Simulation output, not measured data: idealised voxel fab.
The following process module bears the name voxel released beams.
220 nm wide, 5 nm square cells: that's cross-section cut.
If you're reading a cross-section in this doc, picture square cells in a grid; it comes to you as bands, top ones listed first down to the bottom, and a band can be one or more rows of cells. Read a band's entry like this: the first values are the height of its top and the height of its bottom in nm, and what follows is the sequence of materials from left to right, each with its width in nm. Note that "empty" is empty space, and that a single material marked "all across" reaches across the band from edge to edge. Zero point of the height axis is 0; under it, received wafer = one material. Lowest band: continues down indefinitely, "0 nm and below". Top row gets the first number, bottom row gets the second, and each row in between changes by the same step: that is how a band width like "30 to 40" works. Where the words "stayed the same" appear for a step, the cross-section shows no cell changed by that step; every cell remained as before. The list in "Cavities, closed" covers empty spaces of 8 cells or more that cannot reach the top through any open way, and it gives each as width x height at distance; the distance is from the left edge, and width, height and distance are in nm. It should be noted that, on the line of a given step, the content following the step's settings is a remark produced by the simulator itself with respect to that step. You can add "overlay nm" to a step's line. For a step with a mask, it describes how far the mask lay to the right of its planned position, and a negative number describes a lay to the left. Guide to the pairs. Each holds a before and an after cross-section around one process step; the after cross-section is cut off at the lowest band that changed. Look under the pair for the step between them and its settings. Pairs can come from different runs of this module on the same starting wafer, so a pair follows on from the one above it only where its entry headed "Pre-step geometry" says it does.

**Pre-step geometry**
* 0 nm and below  Si all across
* Cavities, closed: none

**Cut View, Post-Step**
* 5 nm to 0 nm  Al2O3 all across
* Under 0: no change, same as before.
* Cavities, closed: none
Q: step between the cross-sections above? A: CONFORMAL_DEP (material Al2O3; thk nm 5)

Pre-step geometry: this step begins from the cross-section that the pair just above shows after its step.

**Cut View, Post-Step**
* 15 nm to 5 nm  SiO2 all across
* Under 5: no change, same as before.
* Cavities, closed: none
Q: step between the cross-sections above? A: DIRECTIONAL_DEP (material SiO2; thk nm 10)

Pre-step geometry: this step begins from the cross-section that the pair just above shows after its step.

**Cut View, Post-Step**
* 30 nm to 15 nm  aC all across
* Under 15: no change, same as before.
* Cavities, closed: none
Q: step between the cross-sections above? A: DIRECTIONAL_DEP (material aC; thk nm 15)

Pre-step geometry: this step begins from the cross-section that the pair just above shows after its step.

**Cut View, Post-Step**
* 65 nm to 30 nm  resist 70 nm / empty 35 nm / resist 115 nm
* Under 30: no change, same as before.
* Cavities, closed: none
Q: step between the cross-sections above? A: PATTERN (tone open; mask id ANCHOR; material resist; width nm 35; thk nm 35; overlay nm 0)

Pre-step geometry: this step begins from the cross-section that the pair just above shows after its step.

**Cut View, Post-Step**
* 50 nm to 30 nm  resist 70 nm / empty 35 nm / resist 115 nm
* 30 nm to 15 nm  aC 70 nm / empty 35 nm / aC 115 nm
* Under 15: no change, same as before.
* Cavities, closed: none
Q: step between the cross-sections above? A: DIRECTIONAL_ETCH (etch materials aC; depth nm 15)

Pre-step geometry: this step begins from the cross-section that the pair just above shows after its step.

**Cut View, Post-Step**
* 30 nm to 15 nm  aC 70 nm / empty 35 nm / aC 115 nm
* Under 15: no change, same as before.
* Cavities, closed: none
Q: step between the cross-sections above? A: STRIP (etch materials resist)

Pre-step geometry: this step begins from the cross-section that the pair just above shows after its step.

**Cut View, Post-Step**
* 30 nm to 15 nm  aC 70 nm / empty 35 nm / aC 115 nm
* 15 nm to 5 nm  SiO2 70 nm / empty 35 nm / SiO2 115 nm
* Under 5: no change, same as before.
* Cavities, closed: none
Q: step between the cross-sections above? A: DIRECTIONAL_ETCH (etch materials SiO2; depth nm 10)

Pre-step geometry: this step begins from the cross-section that the pair just above shows after its step.

**Cut View, Post-Step**
* 15 nm to 5 nm  SiO2 70 nm / empty 35 nm / SiO2 115 nm
* Under 5: no change, same as before.
* Cavities, closed: none
Q: step between the cross-sections above? A: STRIP (etch materials aC)

Pre-step geometry: this step begins from the cross-section that the pair just above shows after its step.

**Cut View, Post-Step**
* 25 nm to 15 nm  polySi 80 nm / empty 15 nm / polySi 125 nm
* 15 nm to 5 nm  SiO2 70 nm / polySi 35 nm / SiO2 115 nm
* Under 5: no change, same as before.
* Cavities, closed: none
Q: step between the cross-sections above? A: CONFORMAL_DEP (material polySi; thk nm 10)

Pre-step geometry: this step begins from the cross-section that the pair just above shows after its step.

**Cut View, Post-Step**
* 40 nm to 30 nm  aC 80 nm / empty 15 nm / aC 125 nm
* 30 nm to 25 nm  aC all across
* 25 nm to 15 nm  polySi 80 nm / aC 15 nm / polySi 125 nm
* Under 15: no change, same as before.
* Cavities, closed: none
Q: step between the cross-sections above? A: DIRECTIONAL_DEP (material aC; thk nm 15)

Pre-step geometry: this step begins from the cross-section that the pair just above shows after its step.

**Cut View, Post-Step**
* 70 nm to 40 nm  empty 65 nm / resist 85 nm / empty 70 nm
* 40 nm to 30 nm  aC 80 nm / resist 15 nm / aC 125 nm
* Under 30: no change, same as before.
* Cavities, closed: none
Q: step between the cross-sections above? A: PATTERN (tone cover; mask id BEAM; material resist; width nm 85; thk nm 30; overlay nm 0)

Pre-step geometry: this step begins from the cross-section that the pair just above shows after its step.

**Cut View, Post-Step**
* 55 nm to 40 nm  empty 65 nm / resist 85 nm / empty 70 nm
* 40 nm to 30 nm  empty 65 nm / aC 15 nm / resist 15 nm / aC 55 nm / empty 70 nm
* 30 nm to 25 nm  empty 65 nm / aC 85 nm / empty 70 nm
* Under 25: no change, same as before.
* Cavities, closed: none
Q: step between the cross-sections above? A: DIRECTIONAL_ETCH (etch materials aC; depth nm 15)

Pre-step geometry: this step begins from the cross-section that the pair just above shows after its step.

**Cut View, Post-Step**
* 40 nm to 30 nm  empty 65 nm / aC 15 nm / empty 15 nm / aC 55 nm / empty 70 nm
* Under 30: no change, same as before.
* Cavities, closed: none
Q: step between the cross-sections above? A: STRIP (etch materials resist)

Pre-step geometry: this step begins from the cross-section that the pair just above shows after its step.

**Cut View, Post-Step**
* 40 nm to 30 nm  empty 65 nm / aC 15 nm / empty 15 nm / aC 55 nm / empty 70 nm
* 30 nm to 25 nm  empty 65 nm / aC 85 nm / empty 70 nm
* 25 nm to 15 nm  empty 65 nm / polySi 15 nm / aC 15 nm / polySi 55 nm / empty 70 nm
* Under 15: no change, same as before.
* Cavities, closed: none
Q: step between the cross-sections above? A: DIRECTIONAL_ETCH (etch materials polySi; depth nm 10)

Pre-step geometry: this step begins from the cross-section that the pair just above shows after its step.

**Cut View, Post-Step**
* 25 nm to 15 nm  empty 65 nm / polySi 15 nm / empty 15 nm / polySi 55 nm / empty 70 nm
* Under 15: no change, same as before.
* Cavities, closed: none
Q: step between the cross-sections above? A: STRIP (etch materials aC)

Pre-step geometry: this step begins from the cross-section that the pair just above shows after its step.

**Cut View, Post-Step**
* 25 nm to 15 nm  empty 65 nm / polySi 15 nm / empty 15 nm / polySi 55 nm / empty 70 nm
* 15 nm to 5 nm  empty 70 nm / polySi 35 nm / empty 115 nm
* Under 5: no change, same as before.
* Cavities, closed: none
Q: step between the cross-sections above? A: STRIP (etch materials SiO2)

**Pre-step geometry**
* 0 nm and below  Si all across
* Cavities, closed: none

**Cut View, Post-Step**
* 10 nm to 0 nm  SiO2 all across
* Under 0: no change, same as before.
* Cavities, closed: none
Q: step between the cross-sections above? A: DIRECTIONAL_DEP (material SiO2; thk nm 10)

Pre-step geometry: this step begins from the cross-section that the pair just above shows after its step.

**Cut View, Post-Step**
* 25 nm to 10 nm  aC all across
* Under 10: no change, same as before.
* Cavities, closed: none
Q: step between the cross-sections above? A: DIRECTIONAL_DEP (material aC; thk nm 15)

Pre-step geometry: this step begins from the cross-section that the pair just above shows after its step.

**Cut View, Post-Step**
* 60 nm to 25 nm  resist 70 nm / empty 35 nm / resist 115 nm
* Under 25: no change, same as before.
* Cavities, closed: none
Q: step between the cross-sections above? A: PATTERN (tone open; mask id ANCHOR; material resist; width nm 35; thk nm 35; overlay nm 0)

Pre-step geometry: this step begins from the cross-section that the pair just above shows after its step.

**Cut View, Post-Step**
* 45 nm to 25 nm  resist 70 nm / empty 35 nm / resist 115 nm
* 25 nm to 10 nm  aC 70 nm / empty 35 nm / aC 115 nm
* Under 10: no change, same as before.
* Cavities, closed: none
Q: step between the cross-sections above? A: DIRECTIONAL_ETCH (etch materials aC; depth nm 15)

Pre-step geometry: this step begins from the cross-section that the pair just above shows after its step.

**Cut View, Post-Step**
* 25 nm to 10 nm  aC 70 nm / empty 35 nm / aC 115 nm
* Under 10: no change, same as before.
* Cavities, closed: none
Q: step between the cross-sections above? A: STRIP (etch materials resist)

Pre-step geometry: this step begins from the cross-section that the pair just above shows after its step.

**Cut View, Post-Step**
* 25 nm to 10 nm  aC 70 nm / empty 35 nm / aC 115 nm
* 10 nm to 0 nm  SiO2 70 nm / empty 35 nm / SiO2 115 nm
* Under 0: no change, same as before.
* Cavities, closed: none
Q: step between the cross-sections above? A: DIRECTIONAL_ETCH (etch materials SiO2; depth nm 10)

Pre-step geometry: this step begins from the cross-section that the pair just above shows after its step.

**Cut View, Post-Step**
* 10 nm to 0 nm  SiO2 70 nm / empty 35 nm / SiO2 115 nm
* Under 0: no change, same as before.
* Cavities, closed: none
Q: step between the cross-sections above? A: STRIP (etch materials aC)

Pre-step geometry: this step begins from the cross-section that the pair just above shows after its step.

**Cut View, Post-Step**
* 20 nm to 10 nm  polySi 80 nm / empty 15 nm / polySi 125 nm
* 10 nm to 0 nm  SiO2 70 nm / polySi 35 nm / SiO2 115 nm
* Under 0: no change, same as before.
* Cavities, closed: none
Q: step between the cross-sections above? A: CONFORMAL_DEP (material polySi; thk nm 10)

Pre-step geometry: this step begins from the cross-section that the pair just above shows after its step.

**Cut View, Post-Step**
* 35 nm to 25 nm  aC 80 nm / empty 15 nm / aC 125 nm
* 25 nm to 20 nm  aC all across
* 20 nm to 10 nm  polySi 80 nm / aC 15 nm / polySi 125 nm
* Under 10: no change, same as before.
* Cavities, closed: none
Q: step between the cross-sections above? A: DIRECTIONAL_DEP (material aC; thk nm 15)

Pre-step geometry: this step begins from the cross-section that the pair just above shows after its step.

**Cut View, Post-Step**
* 65 nm to 35 nm  empty 65 nm / resist 85 nm / empty 70 nm
* 35 nm to 25 nm  aC 80 nm / resist 15 nm / aC 125 nm
* Under 25: no change, same as before.
* Cavities, closed: none
Q: step between the cross-sections above? A: PATTERN (tone cover; mask id BEAM; material resist; width nm 85; thk nm 30; overlay nm 0)

Pre-step geometry: this step begins from the cross-section that the pair just above shows after its step.

**Cut View, Post-Step**
* 50 nm to 35 nm  empty 65 nm / resist 85 nm / empty 70 nm
* 35 nm to 25 nm  empty 65 nm / aC 15 nm / resist 15 nm / aC 55 nm / empty 70 nm
* 25 nm to 20 nm  empty 65 nm / aC 85 nm / empty 70 nm
* Under 20: no change, same as before.
* Cavities, closed: none
Q: step between the cross-sections above? A: DIRECTIONAL_ETCH (etch materials aC; depth nm 15)

Pre-step geometry: this step begins from the cross-section that the pair just above shows after its step.

**Cut View, Post-Step**
* 35 nm to 25 nm  empty 65 nm / aC 15 nm / empty 15 nm / aC 55 nm / empty 70 nm
* Under 25: no change, same as before.
* Cavities, closed: none
Q: step between the cross-sections above? A: STRIP (etch materials resist)

Pre-step geometry: this step begins from the cross-section that the pair just above shows after its step.

**Cut View, Post-Step**
* 35 nm to 25 nm  empty 65 nm / aC 15 nm / empty 15 nm / aC 55 nm / empty 70 nm
* 25 nm to 20 nm  empty 65 nm / aC 85 nm / empty 70 nm
* 20 nm to 10 nm  empty 65 nm / polySi 15 nm / aC 15 nm / polySi 55 nm / empty 70 nm
* Under 10: no change, same as before.
* Cavities, closed: none
Q: step between the cross-sections above? A: DIRECTIONAL_ETCH (etch materials polySi; depth nm 10)

Pre-step geometry: this step begins from the cross-section that the pair just above shows after its step.

**Cut View, Post-Step**
* 20 nm to 10 nm  empty 65 nm / polySi 15 nm / empty 15 nm / polySi 55 nm / empty 70 nm
* Under 10: no change, same as before.
* Cavities, closed: none
Q: step between the cross-sections above? A: STRIP (etch materials aC)

Pre-step geometry: this step begins from the cross-section that the pair just above shows after its step.

**Cut View, Post-Step**
* 20 nm to 10 nm  empty 65 nm / polySi 15 nm / empty 15 nm / polySi 55 nm / empty 70 nm
* 10 nm to 0 nm  empty 70 nm / polySi 35 nm / empty 115 nm
* Under 0: no change, same as before.
* Cavities, closed: none
Q: step between the cross-sections above? A: STRIP (etch materials SiO2)

**Pre-step geometry**
* 10 nm to 0 nm  SiO2 all across
* 0 nm and below  Si all across
* Cavities, closed: none

**Cut View, Post-Step**
* 15 nm to 10 nm  Al2O3 all across
* Under 10: no change, same as before.
* Cavities, closed: none
Q: step between the cross-sections above? A: CONFORMAL_DEP (material Al2O3; thk nm 5)

Pre-step geometry: this step begins from the cross-section that the pair just above shows after its step.

**Cut View, Post-Step**
* 30 nm to 15 nm  aC all across
* Under 15: no change, same as before.
* Cavities, closed: none
Q: step between the cross-sections above? A: DIRECTIONAL_DEP (material aC; thk nm 15)

Pre-step geometry: this step begins from the cross-section that the pair just above shows after its step.

**Cut View, Post-Step**
* 65 nm to 30 nm  resist 70 nm / empty 35 nm / resist 115 nm
* Under 30: no change, same as before.
* Cavities, closed: none
Q: step between the cross-sections above? A: PATTERN (tone open; mask id ANCHOR; material resist; width nm 35; thk nm 35; overlay nm 0)

Pre-step geometry: this step begins from the cross-section that the pair just above shows after its step.

**Cut View, Post-Step**
* 50 nm to 30 nm  resist 70 nm / empty 35 nm / resist 115 nm
* 30 nm to 15 nm  aC 70 nm / empty 35 nm / aC 115 nm
* Under 15: no change, same as before.
* Cavities, closed: none
Q: step between the cross-sections above? A: DIRECTIONAL_ETCH (etch materials aC; depth nm 15)

Pre-step geometry: this step begins from the cross-section that the pair just above shows after its step.

**Cut View, Post-Step**
* 30 nm to 15 nm  aC 70 nm / empty 35 nm / aC 115 nm
* Under 15: no change, same as before.
* Cavities, closed: none
Q: step between the cross-sections above? A: STRIP (etch materials resist)

Pre-step geometry: this step begins from the cross-section that the pair just above shows after its step.

**Cut View, Post-Step**
* 15 nm to 10 nm  Al2O3 all across
* Under 10: no change, same as before.
* Cavities, closed: none
Q: step between the cross-sections above? A: STRIP (etch materials aC)

Pre-step geometry: this step begins from the cross-section that the pair just above shows after its step.

**Cut View, Post-Step**
* 25 nm to 15 nm  polySi all across
* Under 15: no change, same as before.
* Cavities, closed: none
Q: step between the cross-sections above? A: CONFORMAL_DEP (material polySi; thk nm 10)

Pre-step geometry: this step begins from the cross-section that the pair just above shows after its step.

**Cut View, Post-Step**
* 40 nm to 25 nm  aC all across
* Under 25: no change, same as before.
* Cavities, closed: none
Q: step between the cross-sections above? A: DIRECTIONAL_DEP (material aC; thk nm 15)

Pre-step geometry: this step begins from the cross-section that the pair just above shows after its step.

**Cut View, Post-Step**
* 70 nm to 40 nm  empty 65 nm / resist 85 nm / empty 70 nm
* Under 40: no change, same as before.
* Cavities, closed: none
Q: step between the cross-sections above? A: PATTERN (tone cover; mask id BEAM; material resist; width nm 85; thk nm 30; overlay nm 0)

Pre-step geometry: this step begins from the cross-section that the pair just above shows after its step.

**Cut View, Post-Step**
* 55 nm to 40 nm  empty 65 nm / resist 85 nm / empty 70 nm
* 40 nm to 25 nm  empty 65 nm / aC 85 nm / empty 70 nm
* Under 25: no change, same as before.
* Cavities, closed: none
Q: step between the cross-sections above? A: DIRECTIONAL_ETCH (etch materials aC; depth nm 15)

Pre-step geometry: this step begins from the cross-section that the pair just above shows after its step.

**Cut View, Post-Step**
* 40 nm to 25 nm  empty 65 nm / aC 85 nm / empty 70 nm
* Under 25: no change, same as before.
* Cavities, closed: none
Q: step between the cross-sections above? A: STRIP (etch materials resist)

Pre-step geometry: this step begins from the cross-section that the pair just above shows after its step.

**Cut View, Post-Step**
* 40 nm to 25 nm  empty 65 nm / aC 85 nm / empty 70 nm
* 25 nm to 15 nm  empty 65 nm / polySi 85 nm / empty 70 nm
* Under 15: no change, same as before.
* Cavities, closed: none
Q: step between the cross-sections above? A: DIRECTIONAL_ETCH (etch materials polySi; depth nm 10)

Pre-step geometry: this step begins from the cross-section that the pair just above shows after its step.

**Cut View, Post-Step**
* 25 nm to 15 nm  empty 65 nm / polySi 85 nm / empty 70 nm
* Under 15: no change, same as before.
* Cavities, closed: none
Q: step between the cross-sections above? A: STRIP (etch materials aC)

**Pre-step geometry**
* 40 nm to 30 nm  empty 65 nm / aC 15 nm / empty 15 nm / aC 55 nm / empty 70 nm
* 30 nm to 25 nm  empty 65 nm / aC 85 nm / empty 70 nm
* 25 nm to 15 nm  polySi 80 nm / aC 15 nm / polySi 125 nm
* 15 nm to 5 nm  SiO2 70 nm / polySi 35 nm / SiO2 115 nm
* 5 nm to 0 nm  Al2O3 all across
* 0 nm and below  Si all across
* Cavities, closed: none

**Cut View, Post-Step**
* 40 nm to 30 nm  empty 65 nm / aC 15 nm / empty 15 nm / aC 55 nm / empty 70 nm
* 30 nm to 25 nm  empty 65 nm / aC 85 nm / empty 70 nm
* 25 nm to 20 nm  empty 65 nm / polySi 15 nm / aC 15 nm / polySi 55 nm / empty 70 nm
* Under 20: no change, same as before.
* Cavities, closed: none
Q: step between the cross-sections above? A: DIRECTIONAL_ETCH (etch materials polySi; depth nm 5)

Pre-step geometry: this step begins from the cross-section that the pair just above shows after its step.

**Cut View, Post-Step**
* 25 nm to 20 nm  empty 65 nm / polySi 15 nm / empty 15 nm / polySi 55 nm / empty 70 nm
* 20 nm to 15 nm  polySi 80 nm / empty 15 nm / polySi 125 nm
* Under 15: no change, same as before.
* Cavities, closed: none
Q: step between the cross-sections above? A: STRIP (etch materials aC)

**Pre-step geometry**
* 30 nm to 15 nm  aC all across
* 15 nm to 5 nm  SiO2 all across
* 5 nm to 0 nm  Al2O3 all across
* 0 nm and below  Si all across
* Cavities, closed: none

**Cut View, Post-Step**
* 65 nm to 30 nm  resist 70 nm / empty 40 nm / resist 110 nm
* Under 30: no change, same as before.
* Cavities, closed: none
Q: step between the cross-sections above? A: PATTERN (tone open; mask id ANCHOR; material resist; width nm 40; thk nm 35; overlay nm 0)

Pre-step geometry: this step begins from the cross-section that the pair just above shows after its step.

**Cut View, Post-Step**
* 50 nm to 30 nm  resist 70 nm / empty 40 nm / resist 110 nm
* 30 nm to 15 nm  aC 70 nm / empty 40 nm / aC 110 nm
* Under 15: no change, same as before.
* Cavities, closed: none
Q: step between the cross-sections above? A: DIRECTIONAL_ETCH (etch materials aC; depth nm 15)

Pre-step geometry: this step begins from the cross-section that the pair just above shows after its step.

**Cut View, Post-Step**
* 30 nm to 15 nm  aC 70 nm / empty 40 nm / aC 110 nm
* Under 15: no change, same as before.
* Cavities, closed: none
Q: step between the cross-sections above? A: STRIP (etch materials resist)

Pre-step geometry: this step begins from the cross-section that the pair just above shows after its step.

**Cut View, Post-Step**
* 30 nm to 15 nm  aC 70 nm / empty 40 nm / aC 110 nm
* 15 nm to 5 nm  SiO2 70 nm / empty 40 nm / SiO2 110 nm
* Under 5: no change, same as before.
* Cavities, closed: none
Q: step between the cross-sections above? A: DIRECTIONAL_ETCH (etch materials SiO2; depth nm 10)

Pre-step geometry: this step begins from the cross-section that the pair just above shows after its step.

**Cut View, Post-Step**
* 15 nm to 5 nm  SiO2 70 nm / empty 40 nm / SiO2 110 nm
* Under 5: no change, same as before.
* Cavities, closed: none
Q: step between the cross-sections above? A: STRIP (etch materials aC)

Pre-step geometry: this step begins from the cross-section that the pair just above shows after its step.

**Cut View, Post-Step**
* 25 nm to 15 nm  polySi 80 nm / empty 20 nm / polySi 120 nm
* 15 nm to 5 nm  SiO2 70 nm / polySi 40 nm / SiO2 110 nm
* Under 5: no change, same as before.
* Cavities, closed: none
Q: step between the cross-sections above? A: CONFORMAL_DEP (material polySi; thk nm 10)

Pre-step geometry: this step begins from the cross-section that the pair just above shows after its step.

**Cut View, Post-Step**
* 40 nm to 30 nm  aC 80 nm / empty 20 nm / aC 120 nm
* 30 nm to 25 nm  aC all across
* 25 nm to 15 nm  polySi 80 nm / aC 20 nm / polySi 120 nm
* Under 15: no change, same as before.
* Cavities, closed: none
Q: step between the cross-sections above? A: DIRECTIONAL_DEP (material aC; thk nm 15)

Pre-step geometry: this step begins from the cross-section that the pair just above shows after its step.

**Cut View, Post-Step**
* 70 nm to 40 nm  empty 65 nm / resist 85 nm / empty 70 nm
* 40 nm to 30 nm  aC 80 nm / resist 20 nm / aC 120 nm
* Under 30: no change, same as before.
* Cavities, closed: none
Q: step between the cross-sections above? A: PATTERN (tone cover; mask id BEAM; material resist; width nm 85; thk nm 30; overlay nm 0)

Pre-step geometry: this step begins from the cross-section that the pair just above shows after its step.

**Cut View, Post-Step**
* 55 nm to 40 nm  empty 65 nm / resist 85 nm / empty 70 nm
* 40 nm to 30 nm  empty 65 nm / aC 15 nm / resist 20 nm / aC 50 nm / empty 70 nm
* 30 nm to 25 nm  empty 65 nm / aC 85 nm / empty 70 nm
* Under 25: no change, same as before.
* Cavities, closed: none
Q: step between the cross-sections above? A: DIRECTIONAL_ETCH (etch materials aC; depth nm 15)

Pre-step geometry: this step begins from the cross-section that the pair just above shows after its step.

**Cut View, Post-Step**
* 40 nm to 30 nm  empty 65 nm / aC 15 nm / empty 20 nm / aC 50 nm / empty 70 nm
* Under 30: no change, same as before.
* Cavities, closed: none
Q: step between the cross-sections above? A: STRIP (etch materials resist)

Pre-step geometry: this step begins from the cross-section that the pair just above shows after its step.

**Cut View, Post-Step**
* 40 nm to 30 nm  empty 65 nm / aC 15 nm / empty 20 nm / aC 50 nm / empty 70 nm
* 30 nm to 25 nm  empty 65 nm / aC 85 nm / empty 70 nm
* 25 nm to 15 nm  empty 65 nm / polySi 15 nm / aC 20 nm / polySi 50 nm / empty 70 nm
* Under 15: no change, same as before.
* Cavities, closed: none
Q: step between the cross-sections above? A: DIRECTIONAL_ETCH (etch materials polySi; depth nm 10)

Pre-step geometry: this step begins from the cross-section that the pair just above shows after its step.

**Cut View, Post-Step**
* 25 nm to 15 nm  empty 65 nm / polySi 15 nm / empty 20 nm / polySi 50 nm / empty 70 nm
* Under 15: no change, same as before.
* Cavities, closed: none
Q: step between the cross-sections above? A: STRIP (etch materials aC)

Pre-step geometry: this step begins from the cross-section that the pair just above shows after its step.

**Cut View, Post-Step**
* 25 nm to 15 nm  empty 65 nm / polySi 15 nm / empty 20 nm / polySi 50 nm / empty 70 nm
* 15 nm to 5 nm  empty 70 nm / polySi 40 nm / empty 110 nm
* Under 5: no change, same as before.
* Cavities, closed: none
Q: step between the cross-sections above? A: STRIP (etch materials SiO2)

**Pre-step geometry**
* 40 nm to 30 nm  aC 80 nm / empty 15 nm / aC 125 nm
* 30 nm to 25 nm  aC all across
* 25 nm to 15 nm  polySi 80 nm / aC 15 nm / polySi 125 nm
* 15 nm to 5 nm  SiO2 70 nm / polySi 35 nm / SiO2 115 nm
* 5 nm to 0 nm  Al2O3 all across
* 0 nm and below  Si all across
* Cavities, closed: none

**Cut View, Post-Step**
* 70 nm to 40 nm  empty 60 nm / resist 85 nm / empty 75 nm
* 40 nm to 30 nm  aC 80 nm / resist 15 nm / aC 125 nm
* Under 30: no change, same as before.
* Cavities, closed: none
Q: step between the cross-sections above? A: PATTERN (tone cover; mask id BEAM; material resist; width nm 85; thk nm 30; overlay nm -5)

Pre-step geometry: this step begins from the cross-section that the pair just above shows after its step.

**Cut View, Post-Step**
* 55 nm to 40 nm  empty 60 nm / resist 85 nm / empty 75 nm
* 40 nm to 30 nm  empty 60 nm / aC 20 nm / resist 15 nm / aC 50 nm / empty 75 nm
* 30 nm to 25 nm  empty 60 nm / aC 85 nm / empty 75 nm
* Under 25: no change, same as before.
* Cavities, closed: none
Q: step between the cross-sections above? A: DIRECTIONAL_ETCH (etch materials aC; depth nm 15)

Pre-step geometry: this step begins from the cross-section that the pair just above shows after its step.

**Cut View, Post-Step**
* 40 nm to 30 nm  empty 60 nm / aC 20 nm / empty 15 nm / aC 50 nm / empty 75 nm
* Under 30: no change, same as before.
* Cavities, closed: none
Q: step between the cross-sections above? A: STRIP (etch materials resist)

Pre-step geometry: this step begins from the cross-section that the pair just above shows after its step.

**Cut View, Post-Step**
* 40 nm to 30 nm  empty 60 nm / aC 20 nm / empty 15 nm / aC 50 nm / empty 75 nm
* 30 nm to 25 nm  empty 60 nm / aC 85 nm / empty 75 nm
* 25 nm to 15 nm  empty 60 nm / polySi 20 nm / aC 15 nm / polySi 50 nm / empty 75 nm
* Under 15: no change, same as before.
* Cavities, closed: none
Q: step between the cross-sections above? A: DIRECTIONAL_ETCH (etch materials polySi; depth nm 10)

Pre-step geometry: this step begins from the cross-section that the pair just above shows after its step.

**Cut View, Post-Step**
* 25 nm to 15 nm  empty 60 nm / polySi 20 nm / empty 15 nm / polySi 50 nm / empty 75 nm
* Under 15: no change, same as before.
* Cavities, closed: none
Q: step between the cross-sections above? A: STRIP (etch materials aC)

Pre-step geometry: this step begins from the cross-section that the pair just above shows after its step.

**Cut View, Post-Step**
* 25 nm to 15 nm  empty 60 nm / polySi 20 nm / empty 15 nm / polySi 50 nm / empty 75 nm
* 15 nm to 5 nm  empty 70 nm / polySi 35 nm / empty 115 nm
* Under 5: no change, same as before.
* Cavities, closed: none
Q: step between the cross-sections above? A: STRIP (etch materials SiO2)

**Pre-step geometry**
* 5 nm to 0 nm  Al2O3 all across
* 0 nm and below  Si all across
* Cavities, closed: none

**Cut View, Post-Step**
* 15 nm to 5 nm  polySi all across
* Under 5: no change, same as before.
* Cavities, closed: none
Q: step between the cross-sections above? A: DIRECTIONAL_DEP (material polySi; thk nm 10)

Pre-step geometry: this step begins from the cross-section that the pair just above shows after its step.

**Cut View, Post-Step**
* 30 nm to 15 nm  aC all across
* Under 15: no change, same as before.
* Cavities, closed: none
Q: step between the cross-sections above? A: DIRECTIONAL_DEP (material aC; thk nm 15)

Pre-step geometry: this step begins from the cross-section that the pair just above shows after its step.

**Cut View, Post-Step**
* 65 nm to 30 nm  resist 70 nm / empty 35 nm / resist 115 nm
* Under 30: no change, same as before.
* Cavities, closed: none
Q: step between the cross-sections above? A: PATTERN (tone open; mask id ANCHOR; material resist; width nm 35; thk nm 35; overlay nm 0)

Pre-step geometry: this step begins from the cross-section that the pair just above shows after its step.

**Cut View, Post-Step**
* 50 nm to 30 nm  resist 70 nm / empty 35 nm / resist 115 nm
* 30 nm to 15 nm  aC 70 nm / empty 35 nm / aC 115 nm
* Under 15: no change, same as before.
* Cavities, closed: none
Q: step between the cross-sections above? A: DIRECTIONAL_ETCH (etch materials aC; depth nm 15)

Pre-step geometry: this step begins from the cross-section that the pair just above shows after its step.

**Cut View, Post-Step**
* 30 nm to 15 nm  aC 70 nm / empty 35 nm / aC 115 nm
* Under 15: no change, same as before.
* Cavities, closed: none
Q: step between the cross-sections above? A: STRIP (etch materials resist)

Pre-step geometry: this step begins from the cross-section that the pair just above shows after its step.

**Cut View, Post-Step**
* 15 nm to 5 nm  polySi all across
* Under 5: no change, same as before.
* Cavities, closed: none
Q: step between the cross-sections above? A: STRIP (etch materials aC)

Pre-step geometry: this step begins from the cross-section that the pair just above shows after its step.

**Cut View, Post-Step**
* 25 nm to 5 nm  polySi all across
* Under 5: no change, same as before.
* Cavities, closed: none
Q: step between the cross-sections above? A: CONFORMAL_DEP (material polySi; thk nm 10)

Pre-step geometry: this step begins from the cross-section that the pair just above shows after its step.

**Cut View, Post-Step**
* 40 nm to 25 nm  aC all across
* Under 25: no change, same as before.
* Cavities, closed: none
Q: step between the cross-sections above? A: DIRECTIONAL_DEP (material aC; thk nm 15)

Pre-step geometry: this step begins from the cross-section that the pair just above shows after its step.

**Cut View, Post-Step**
* 70 nm to 40 nm  empty 65 nm / resist 85 nm / empty 70 nm
* Under 40: no change, same as before.
* Cavities, closed: none
Q: step between the cross-sections above? A: PATTERN (tone cover; mask id BEAM; material resist; width nm 85; thk nm 30; overlay nm 0)

Pre-step geometry: this step begins from the cross-section that the pair just above shows after its step.

**Cut View, Post-Step**
* 55 nm to 40 nm  empty 65 nm / resist 85 nm / empty 70 nm
* 40 nm to 25 nm  empty 65 nm / aC 85 nm / empty 70 nm
* Under 25: no change, same as before.
* Cavities, closed: none
Q: step between the cross-sections above? A: DIRECTIONAL_ETCH (etch materials aC; depth nm 15)

Pre-step geometry: this step begins from the cross-section that the pair just above shows after its step.

**Cut View, Post-Step**
* 40 nm to 25 nm  empty 65 nm / aC 85 nm / empty 70 nm
* Under 25: no change, same as before.
* Cavities, closed: none
Q: step between the cross-sections above? A: STRIP (etch materials resist)

Pre-step geometry: this step begins from the cross-section that the pair just above shows after its step.

**Cut View, Post-Step**
* 40 nm to 25 nm  empty 65 nm / aC 85 nm / empty 70 nm
* 25 nm to 15 nm  empty 65 nm / polySi 85 nm / empty 70 nm
* Under 15: no change, same as before.
* Cavities, closed: none
Q: step between the cross-sections above? A: DIRECTIONAL_ETCH (etch materials polySi; depth nm 10)

Pre-step geometry: this step begins from the cross-section that the pair just above shows after its step.

**Cut View, Post-Step**
* 25 nm to 15 nm  empty 65 nm / polySi 85 nm / empty 70 nm
* Under 15: no change, same as before.
* Cavities, closed: none
Q: step between the cross-sections above? A: STRIP (etch materials aC)

**Pre-step geometry**
* 30 nm to 15 nm  aC all across
* 15 nm to 5 nm  SiO2 all across
* 5 nm to 0 nm  Al2O3 all across
* 0 nm and below  Si all across
* Cavities, closed: none

**Cut View, Post-Step**
* 65 nm to 30 nm  empty 70 nm / resist 35 nm / empty 115 nm
* Under 30: no change, same as before.
* Cavities, closed: none
Q: step between the cross-sections above? A: PATTERN (tone cover; mask id ANCHOR; material resist; width nm 35; thk nm 35; overlay nm 0)

Pre-step geometry: this step begins from the cross-section that the pair just above shows after its step.

**Cut View, Post-Step**
* 50 nm to 30 nm  empty 70 nm / resist 35 nm / empty 115 nm
* 30 nm to 15 nm  empty 70 nm / aC 35 nm / empty 115 nm
* Under 15: no change, same as before.
* Cavities, closed: none
Q: step between the cross-sections above? A: DIRECTIONAL_ETCH (etch materials aC; depth nm 15)

Pre-step geometry: this step begins from the cross-section that the pair just above shows after its step.

**Cut View, Post-Step**
* 30 nm to 15 nm  empty 70 nm / aC 35 nm / empty 115 nm
* Under 15: no change, same as before.
* Cavities, closed: none
Q: step between the cross-sections above? A: STRIP (etch materials resist)
